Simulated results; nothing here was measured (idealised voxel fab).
A process module follows: voxel wiring stack.
Pictured: cross-section cut, 180 nm wide, on a grid of 5 nm square cells.
Notation: cross-section as square-cell grid; stated in bands, top first, going down; one or more cell rows per band.
First you get the band's top height and its bottom height, in nm, and then the materials it's made of, left to right, with each width in nm. If you see a single material with "all across", that one covers the band edge to edge. "blank" is empty space.
Where do heights start? At 0: under that level the wafer as delivered is made of one material only. And the lowest band has no floor; it just carries on downward, as in "0 nm and below".
You'd read "30..40" like this: the band's top row of cells is as wide as the first number, its bottom row is as wide as the second, and going down, every row changes width by the same amount as the row before did.
It should be understood that the words "no alterations made", when stated for a given step, signify that the cross-section underwent no change in any of its cells during that step.
In the "Enclosed cavities" entry, you get each enclosed empty space of 8 cells or more, one with no open way to the top, written width x height at distance, distance from the left edge, in nm.
Where a step's line continues beyond its settings, the continuation is a remark by the simulator itself on that step.
For masked steps, "overlay nm" on the step line gives how far right of plan the mask actually lay; a minus sign means it lay to the left.
# Process steps - plan
step 1: RECEIVE (material Si)
step 2: CONFORMAL_DEP (material SiO2; thk nm 15)
step 3: DIRECTIONAL_DEP (material TiN; thk nm 5)
step 4: DIRECTIONAL_DEP (material W; thk nm 20)
step 5: DIRECTIONAL_DEP (material aC; thk nm 15)
step 6: PATTERN (tone cover; mask id METAL_1; material resist; width nm 30; pitch nm 50; thk nm 30; overlay nm 0)
step 7: DIRECTIONAL_ETCH (etch materials aC; depth nm 15)
step 8: STRIP (etch materials resist)
step 9: DIRECTIONAL_ETCH (etch materials W; depth nm 20)
step 10: DIRECTIONAL_ETCH (etch materials TiN; depth nm 5)
step 11: STRIP (etch materials aC)
step 12: CONFORMAL_DEP (material SiCN; thk nm 5)
step 13: FILL_DEP (material lowk; thk nm 10)
step 14: CMP (height nm 40)
step 15: CONFORMAL_DEP (material SiCN; thk nm 5)
step 16: DIRECTIONAL_DEP (material lowk; thk nm 30)
step 17: DIRECTIONAL_DEP (material aC; thk nm 15)
step 18: PATTERN (tone open; mask id METAL_2_HOLES; material resist; width nm 15; pitch nm 50; thk nm 35; overlay nm 0)
step 19: DIRECTIONAL_ETCH (etch materials aC; depth nm 15)
step 20: STRIP (etch materials resist)
step 21: DIRECTIONAL_ETCH (etch materials lowk; depth nm 30)
step 22: STRIP (etch materials aC)
step 23: MASKED_ETCH (tone open; mask id METAL_2; width nm 30; pitch nm 50; etch materials lowk; depth nm 15; overlay nm 0)
step 24: MASKED_ETCH (tone open; mask id METAL_2; width nm 30; pitch nm 50; etch materials SiCN; depth nm 5; overlay nm 0)
step 25: CONFORMAL_DEP (material TiN; thk nm 5)
step 26: FILL_DEP (material Cu; thk nm 5)
step 27: CMP (height nm 75)
step 28: CONFORMAL_DEP (material SiCN; thk nm 5)
step 29: DIRECTIONAL_DEP (material SiO2; thk nm 20)
step 30: DIRECTIONAL_DEP (material aC; thk nm 15)
step 31: PATTERN (tone open; mask id PLUG_2; material resist; width nm 15; pitch nm 100; thk nm 30; overlay nm 0)
step 32: DIRECTIONAL_ETCH (etch materials aC; depth nm 15)
step 33: STRIP (etch materials resist)
step 34: DIRECTIONAL_ETCH (etch materials SiO2; depth nm 20)
step 35: DIRECTIONAL_ETCH (etch materials SiCN; depth nm 5)
step 36: STRIP (etch materials aC)
step 37: CONFORMAL_DEP (material TiN; thk nm 5)
step 38: FILL_DEP (material W; thk nm 10)
step 39: CMP (height nm 100)
step 40: CONFORMAL_DEP (material SiN; thk nm 5)
step 41: DIRECTIONAL_DEP (material SiO2; thk nm 25)
step 42: DIRECTIONAL_DEP (material aC; thk nm 10)
step 43: PATTERN (tone open; mask id METAL_3; material resist; width nm 30; pitch nm 50; thk nm 25; overlay nm 0)
step 44: DIRECTIONAL_ETCH (etch materials aC; depth nm 10)
step 45: STRIP (etch materials resist)
step 46: DIRECTIONAL_ETCH (etch materials SiO2; depth nm 25)
step 47: DIRECTIONAL_ETCH (etch materials SiN; depth nm 5)
step 48: STRIP (etch materials aC)
step 49: CONFORMAL_DEP (material TiN; thk nm 5)
step 50: FILL_DEP (material Cu; thk nm 5)
step 51: CMP (height nm 130)
step 52: EPI (material Ru; thk nm 5)
step 53: FILL_DEP (material SiCN; thk nm 5)
step 54: DIRECTIONAL_DEP (material SiO2; thk nm 15)
step 55: MASKED_ETCH (tone open; mask id PLUG_3; width nm 15; pitch nm 50; etch materials SiO2; depth nm 15; overlay nm 0)
step 56: MASKED_ETCH (tone open; mask id PLUG_3; width nm 15; pitch nm 50; etch materials SiCN; depth nm 5; overlay nm 0)
step 57: CONFORMAL_DEP (material TiN; thk nm 5)
step 58: FILL_DEP (material Cu; thk nm 10)
step 59: CMP (height nm 155)
step 60: CONFORMAL_DEP (material SiN; thk nm 5)
step 61: DIRECTIONAL_DEP (material lowk; thk nm 20)
step 62: PATTERN (tone open; mask id METAL_4; material resist; width nm 30; pitch nm 50; thk nm 15; overlay nm 0)
step 63: DIRECTIONAL_ETCH (etch materials lowk; depth nm 20)
step 64: DIRECTIONAL_ETCH (etch materials SiN; depth nm 5)
step 65: STRIP (etch materials resist)
step 66: CONFORMAL_DEP (material TiN; thk nm 5)
step 67: FILL_DEP (material W; thk nm 10)
step 68: CMP (height nm 180)
step 69: CONFORMAL_DEP (material SiCN; thk nm 5)
# Delivered wafer in cross-section: state after step 1
- 0 nm and below | Si all across
- Enclosed cavities: none
# The first of the two wafers as seen in cross-section once the module was finished; processing followed the plan
- 185 nm to 180 nm | SiCN all across
- 180 nm to 160 nm | 25 of lowk; 5 of TiN; 20 of W; 5 of TiN; 20 of lowk; 5 of TiN; 20 of W; 5 of TiN; 20 of lowk; 5 of TiN; 20 of W; 5 of TiN; 25 of lowk
- 160 nm to 155 nm | 25 of SiN; 30 of TiN; 20 of SiN; 30 of TiN; 20 of SiN; 30 of TiN; 25 of SiN
- 155 nm to 140 nm | 25 of SiO2; 5 of TiN; 5 of Cu; 5 of TiN; 35 of SiO2; 5 of TiN; 5 of Cu; 5 of TiN; 35 of SiO2; 5 of TiN; 5 of Cu; 5 of TiN; 40 of SiO2
- 140 nm to 135 nm | 25 of SiCN; 15 of TiN; 35 of SiCN; 15 of TiN; 35 of SiCN; 15 of TiN; 40 of SiCN
- 135 nm to 130 nm | 20 of SiCN; 40 of Ru; 10 of SiCN; 40 of Ru; 10 of SiCN; 40 of Ru; 20 of SiCN
- 130 nm to 105 nm | 25 of SiO2; 5 of TiN; 20 of Cu; 5 of TiN; 20 of SiO2; 5 of TiN; 20 of Cu; 5 of TiN; 20 of SiO2; 5 of TiN; 20 of Cu; 5 of TiN; 25 of SiO2
- 105 nm to 100 nm | 25 of SiN; 30 of TiN; 20 of SiN; 30 of TiN; 20 of SiN; 30 of TiN; 25 of SiN
- 100 nm to 80 nm | 25 of SiO2; 5 of TiN; 5 of W; 5 of TiN; 85 of SiO2; 5 of TiN; 5 of W; 5 of TiN; 40 of SiO2
- 80 nm to 75 nm | 25 of SiCN; 15 of TiN; 85 of SiCN; 15 of TiN; 40 of SiCN
- 75 nm to 65 nm | 25 of lowk; 5 of TiN; 20 of Cu; 5 of TiN; 20 of lowk; 5 of TiN; 20 of Cu; 5 of TiN; 20 of lowk; 5 of TiN; 20 of Cu; 5 of TiN; 25 of lowk
- 65 nm to 60 nm | 25 of lowk; 5 of TiN; 5 of Cu; 20 of TiN; 20 of lowk; 5 of TiN; 5 of Cu; 20 of TiN; 20 of lowk; 5 of TiN; 5 of Cu; 20 of TiN; 25 of lowk
- 60 nm to 45 nm | 25 of lowk; 5 of TiN; 5 of Cu; 5 of TiN; 35 of lowk; 5 of TiN; 5 of Cu; 5 of TiN; 35 of lowk; 5 of TiN; 5 of Cu; 5 of TiN; 40 of lowk
- 45 nm to 40 nm | 25 of SiCN; 15 of TiN; 35 of SiCN; 15 of TiN; 35 of SiCN; 15 of TiN; 40 of SiCN
- 40 nm to 20 nm | 20 of lowk; 5 of SiCN; 30 of W; 5 of SiCN; 10 of lowk; 5 of SiCN; 30 of W; 5 of SiCN; 10 of lowk; 5 of SiCN; 30 of W; 5 of SiCN; 20 of lowk
- 20 nm to 15 nm | 25 of SiCN; 30 of TiN; 20 of SiCN; 30 of TiN; 20 of SiCN; 30 of TiN; 25 of SiCN
- 15 nm to 0 nm | SiO2 all across
- 0 nm and below | Si all across
- Enclosed cavities: none
# Second wafer of the two, sectioned at the end of the module. It began like the first and followed the same plan, but one mistake was made while running it
- 185 nm to 180 nm | SiCN all across
- 180 nm to 160 nm | 25 of lowk; 5 of TiN; 20 of W; 5 of TiN; 20 of lowk; 5 of TiN; 20 of W; 5 of TiN; 20 of lowk; 5 of TiN; 20 of W; 5 of TiN; 25 of lowk
- 160 nm to 155 nm | 25 of SiN; 30 of TiN; 20 of SiN; 30 of TiN; 20 of SiN; 30 of TiN; 25 of SiN
- 155 nm to 140 nm | 25 of SiO2; 5 of TiN; 5 of Cu; 5 of TiN; 35 of SiO2; 5 of TiN; 5 of Cu; 5 of TiN; 35 of SiO2; 5 of TiN; 5 of Cu; 5 of TiN; 40 of SiO2
- 140 nm to 135 nm | 25 of SiCN; 15 of TiN; 35 of SiCN; 15 of TiN; 35 of SiCN; 15 of TiN; 40 of SiCN
- 135 nm to 130 nm | 20 of SiCN; 40 of Ru; 10 of SiCN; 40 of Ru; 10 of SiCN; 40 of Ru; 20 of SiCN
- 130 nm to 105 nm | 25 of SiO2; 5 of TiN; 20 of Cu; 5 of TiN; 20 of SiO2; 5 of TiN; 20 of Cu; 5 of TiN; 20 of SiO2; 5 of TiN; 20 of Cu; 5 of TiN; 25 of SiO2
- 105 nm to 100 nm | 25 of SiN; 30 of TiN; 20 of SiN; 30 of TiN; 20 of SiN; 30 of TiN; 25 of SiN
- 100 nm to 80 nm | 25 of SiO2; 5 of TiN; 5 of W; 5 of TiN; 85 of SiO2; 5 of TiN; 5 of W; 5 of TiN; 40 of SiO2
- 80 nm to 75 nm | 25 of SiCN; 15 of TiN; 85 of SiCN; 15 of TiN; 40 of SiCN
- 75 nm to 65 nm | 25 of lowk; 5 of TiN; 20 of Cu; 5 of TiN; 20 of lowk; 5 of TiN; 20 of Cu; 5 of TiN; 20 of lowk; 5 of TiN; 20 of Cu; 5 of TiN; 25 of lowk
- 65 nm to 60 nm | 25 of lowk; 5 of TiN; 5 of Cu; 20 of TiN; 20 of lowk; 5 of TiN; 5 of Cu; 20 of TiN; 20 of lowk; 5 of TiN; 5 of Cu; 20 of TiN; 25 of lowk
- 60 nm to 45 nm | 25 of lowk; 5 of TiN; 5 of Cu; 5 of TiN; 35 of lowk; 5 of TiN; 5 of Cu; 5 of TiN; 35 of lowk; 5 of TiN; 5 of Cu; 5 of TiN; 40 of lowk
- 45 nm to 40 nm | 25 of SiCN; 15 of TiN; 35 of SiCN; 15 of TiN; 35 of SiCN; 15 of TiN; 40 of SiCN
- 40 nm to 25 nm | 20 of lowk; 5 of SiCN; 30 of W; 5 of SiCN; 10 of lowk; 5 of SiCN; 30 of W; 5 of SiCN; 10 of lowk; 5 of SiCN; 30 of W; 5 of SiCN; 20 of lowk
- 25 nm to 20 nm | 25 of SiCN; 30 of W; 20 of SiCN; 30 of W; 20 of SiCN; 30 of W; 25 of SiCN
- 20 nm to 5 nm | SiO2 all across
- 5 nm to 0 nm | TiN all across
- 0 nm and below | Si all across
- Enclosed cavities: none
Here's what went sideways: step 3 occupied the plan position of step 2, and the converse holds as well
Final tally in cells, some materials are higher or lower on the second wafer than on the first: -6 SiCN; +18 TiN; -12 lowk
